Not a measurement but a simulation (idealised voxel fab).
The process module presented herein is designated voxel wiring stack.
The figure presents cross-section cut, which has a width of 250 nm and is divided into square cells with an edge length of 5 nm.
Just so we're on the same page, the cross-sections are grids of square cells, and they're listed out in bands top to bottom, each band one or more rows deep.
Top height, bottom height, nm. Materials left to right, width each, nm. Single material + "everywhere" = fills band edge to edge. "blank" = empty.
Heights are reckoned from 0. Under this level, the received wafer is all of one material. The bottommost band is open-ended downward, for example "z 0 and below".
So if you see something like "30 to 40" for the width, read it as the top row of the band sitting at the first number and the bottom row at the second, with every row in between moving by the same amount as the last.
Any step labelled "nothing different" changed none of the cells in the cross-section.
For the entry "Internal closed voids", the listed items are empty spaces with no open way to the top whose size is 8 cells or more; each item follows the pattern width x height at distance, where distance is from the left edge and all three are in nm.
Anything after a step's settings on that line? It's the simulator's own note about the step.
"overlay nm" answers the question of how far to the right of plan the mask lay on a step that has a mask, and when it is negative the answer is to the left.
Set out below are the planned steps of the process:
1,RECEIVE (material Si)
2,CONFORMAL_DEP (material SiO2; thk nm 10)
3,CONFORMAL_DEP (material SiN; thk nm 5)
4,DIRECTIONAL_DEP (material lowk; thk nm 15)
5,PATTERN (tone open; mask id METAL_1; material resist; width nm 20; pitch nm 35; thk nm 20; overlay nm 0)
6,DIRECTIONAL_ETCH (etch materials lowk; depth nm 15)
7,DIRECTIONAL_ETCH (etch materials SiN; depth nm 5)
8,STRIP (etch materials resist)
9,CONFORMAL_DEP (material TiN; thk nm 5)
10,FILL_DEP (material Ru; thk nm 10)
11,CMP (height nm 30)
12,EPI (material Ru; thk nm 5)
13,FILL_DEP (material SiCN; thk nm 5)
14,DIRECTIONAL_DEP (material lowk; thk nm 10)
15,DIRECTIONAL_DEP (material aC; thk nm 15)
16,PATTERN (tone open; mask id PLUG_1; material resist; width nm 15; pitch nm 70; thk nm 30; overlay nm 0)
17,DIRECTIONAL_ETCH (etch materials aC; depth nm 15)
18,STRIP (etch materials resist)
19,DIRECTIONAL_ETCH (etch materials lowk; depth nm 10)
20,DIRECTIONAL_ETCH (etch materials SiCN; depth nm 5)
21,STRIP (etch materials aC)
22,EPI (material Ru; thk nm 10)
23,EPI (material Ru; thk nm 5)
24,DIRECTIONAL_DEP (material TiN; thk nm 5)
25,DIRECTIONAL_DEP (material W; thk nm 15)
26,MASKED_ETCH (tone cover; mask id METAL_2; width nm 20; pitch nm 35; etch materials W; depth nm 15; overlay nm 0)
27,MASKED_ETCH (tone cover; mask id METAL_2; width nm 20; pitch nm 35; etch materials TiN; depth nm 5; overlay nm 0)
28,CONFORMAL_DEP (material SiCN; thk nm 5)
29,FILL_DEP (material lowk; thk nm 10)
30,CMP (height nm 70)
31,CONFORMAL_DEP (material SiCN; thk nm 5)
32,DIRECTIONAL_DEP (material lowk; thk nm 15)
33,PATTERN (tone open; mask id PLUG_2; material resist; width nm 15; pitch nm 35; thk nm 20; overlay nm 0)
34,DIRECTIONAL_ETCH (etch materials lowk; depth nm 15)
35,DIRECTIONAL_ETCH (etch materials SiCN; depth nm 5)
36,STRIP (etch materials resist)
37,CONFORMAL_DEP (material TiN; thk nm 5)
38,FILL_DEP (material Ru; thk nm 10)
39,CMP (height nm 90)
40,DIRECTIONAL_DEP (material TiN; thk nm 5)
41,DIRECTIONAL_DEP (material W; thk nm 25)
42,PATTERN (tone cover; mask id METAL_3; material resist; width nm 20; pitch nm 35; thk nm 20; overlay nm 0)
43,DIRECTIONAL_ETCH (etch materials W; depth nm 25)
44,DIRECTIONAL_ETCH (etch materials TiN; depth nm 5)
45,STRIP (etch materials resist)
46,FILL_DEP (material SiO2; thk nm 10)
47,CMP (height nm 120)
48,CONFORMAL_DEP (material SiCN; thk nm 5)
Cross-section of the wafer at receipt, which is the condition after step 1:
* z 0 and below = Si everywhere
* Internal closed voids: none
Cross-section taken at module completion on the first of two wafers; processed per the plan:
* z 125 to 120 = SiCN everywhere
* z 120 to 95 = SiO2 60 nm | W 20 nm | SiO2 15 nm | W 20 nm | SiO2 15 nm | W 20 nm | SiO2 15 nm | W 20 nm | SiO2 65 nm
* z 95 to 90 = SiO2 60 nm | TiN 20 nm | SiO2 15 nm | TiN 20 nm | SiO2 15 nm | TiN 20 nm | SiO2 15 nm | TiN 20 nm | SiO2 65 nm
* z 90 to 75 = lowk 60 nm | TiN 5 nm | Ru 5 nm | TiN 5 nm | lowk 20 nm | TiN 5 nm | Ru 5 nm | TiN 5 nm | lowk 20 nm | TiN 5 nm | Ru 5 nm | TiN 5 nm | lowk 20 nm | TiN 5 nm | Ru 5 nm | TiN 5 nm | lowk 70 nm
* z 75 to 70 = SiCN 60 nm | TiN 15 nm | SiCN 20 nm | TiN 15 nm | SiCN 20 nm | TiN 15 nm | SiCN 20 nm | TiN 15 nm | SiCN 70 nm
* z 70 to 55 = lowk 55 nm | SiCN 5 nm | W 20 nm | SiCN 5 nm | lowk 5 nm | SiCN 5 nm | W 20 nm | SiCN 5 nm | lowk 5 nm | SiCN 5 nm | W 20 nm | SiCN 5 nm | lowk 5 nm | SiCN 5 nm | W 20 nm | SiCN 5 nm | lowk 60 nm
* z 55 to 50 = SiCN 60 nm | TiN 20 nm | SiCN 15 nm | TiN 20 nm | SiCN 15 nm | TiN 20 nm | SiCN 15 nm | TiN 20 nm | SiCN 65 nm
* z 50 to 40 = lowk 60 nm | Ru 15 nm | lowk 55 nm | Ru 15 nm | lowk 105 nm
* z 40 to 35 = SiCN 60 nm | Ru 15 nm | SiCN 55 nm | Ru 15 nm | SiCN 105 nm
* z 35 to 30 = SiCN 55 nm | Ru 30 nm | SiCN 5 nm | Ru 30 nm | SiCN 5 nm | Ru 30 nm | SiCN 5 nm | Ru 30 nm | SiCN 60 nm
* z 30 to 15 = lowk 60 nm | TiN 5 nm | Ru 10 nm | TiN 5 nm | lowk 15 nm | TiN 5 nm | Ru 10 nm | TiN 5 nm | lowk 15 nm | TiN 5 nm | Ru 10 nm | TiN 5 nm | lowk 15 nm | TiN 5 nm | Ru 10 nm | TiN 5 nm | lowk 65 nm
* z 15 to 10 = SiN 60 nm | TiN 20 nm | SiN 15 nm | TiN 20 nm | SiN 15 nm | TiN 20 nm | SiN 15 nm | TiN 20 nm | SiN 65 nm
* z 10 to 0 = SiO2 everywhere
* z 0 and below = Si everywhere
* Internal closed voids: none
Wafer two cross-section, module end. Start and plan unchanged from wafer one; one mistake made during the run:
* z 125 to 120 = SiCN everywhere
* z 120 to 95 = SiO2 60 nm | W 20 nm | SiO2 15 nm | W 20 nm | SiO2 15 nm | W 20 nm | SiO2 15 nm | W 20 nm | SiO2 65 nm
* z 95 to 90 = SiO2 60 nm | TiN 20 nm | SiO2 15 nm | TiN 20 nm | SiO2 15 nm | TiN 20 nm | SiO2 15 nm | TiN 20 nm | SiO2 65 nm
* z 90 to 75 = lowk 60 nm | TiN 5 nm | Ru 5 nm | TiN 5 nm | lowk 20 nm | TiN 5 nm | Ru 5 nm | TiN 5 nm | lowk 20 nm | TiN 5 nm | Ru 5 nm | TiN 5 nm | lowk 20 nm | TiN 5 nm | Ru 5 nm | TiN 5 nm | lowk 70 nm
* z 75 to 70 = SiCN 60 nm | TiN 15 nm | SiCN 20 nm | TiN 15 nm | SiCN 20 nm | TiN 15 nm | SiCN 20 nm | TiN 15 nm | SiCN 70 nm
* z 70 to 65 = lowk 55 nm | SiCN 5 nm | W 20 nm | SiCN 5 nm | lowk 5 nm | SiCN 5 nm | W 20 nm | SiCN 5 nm | lowk 5 nm | SiCN 5 nm | W 20 nm | SiCN 5 nm | lowk 5 nm | SiCN 5 nm | W 20 nm | SiCN 5 nm | lowk 60 nm
* z 65 to 60 = lowk 45 nm | SiCN 15 nm | TiN 20 nm | SiCN 15 nm | W 20 nm | SiCN 15 nm | TiN 20 nm | SiCN 15 nm | W 20 nm | SiCN 5 nm | lowk 60 nm
* z 60 to 55 = lowk 45 nm | SiCN 5 nm | Ru 35 nm | SiCN 10 nm | W 20 nm | SiCN 5 nm | Ru 35 nm | SiCN 10 nm | W 20 nm | SiCN 5 nm | lowk 60 nm
* z 55 to 50 = SiCN 50 nm | Ru 35 nm | SiCN 10 nm | TiN 20 nm | SiCN 5 nm | Ru 35 nm | SiCN 10 nm | TiN 20 nm | SiCN 65 nm
* z 50 to 40 = lowk 60 nm | Ru 15 nm | lowk 55 nm | Ru 15 nm | lowk 105 nm
* z 40 to 35 = SiCN 60 nm | Ru 15 nm | SiCN 55 nm | Ru 15 nm | SiCN 105 nm
* z 35 to 30 = SiCN 55 nm | Ru 30 nm | SiCN 5 nm | Ru 30 nm | SiCN 5 nm | Ru 30 nm | SiCN 5 nm | Ru 30 nm | SiCN 60 nm
* z 30 to 15 = lowk 60 nm | TiN 5 nm | Ru 10 nm | TiN 5 nm | lowk 15 nm | TiN 5 nm | Ru 10 nm | TiN 5 nm | lowk 15 nm | TiN 5 nm | Ru 10 nm | TiN 5 nm | lowk 15 nm | TiN 5 nm | Ru 10 nm | TiN 5 nm | lowk 65 nm
* z 15 to 10 = SiN 60 nm | TiN 20 nm | SiN 15 nm | TiN 20 nm | SiN 15 nm | TiN 20 nm | SiN 15 nm | TiN 20 nm | SiN 65 nm
* z 10 to 0 = SiO2 everywhere
* z 0 and below = Si everywhere
* Internal closed voids: none
It is concluded that the wafer was processed incorrectly with respect to the plan, in that step 22 of the plan was twice carried out
Final difference in cells, second wafer against first, listed per material as more or fewer: Ru: 28 more, SiCN: 2 fewer, W: 16 fewer, lowk: 10 fewer
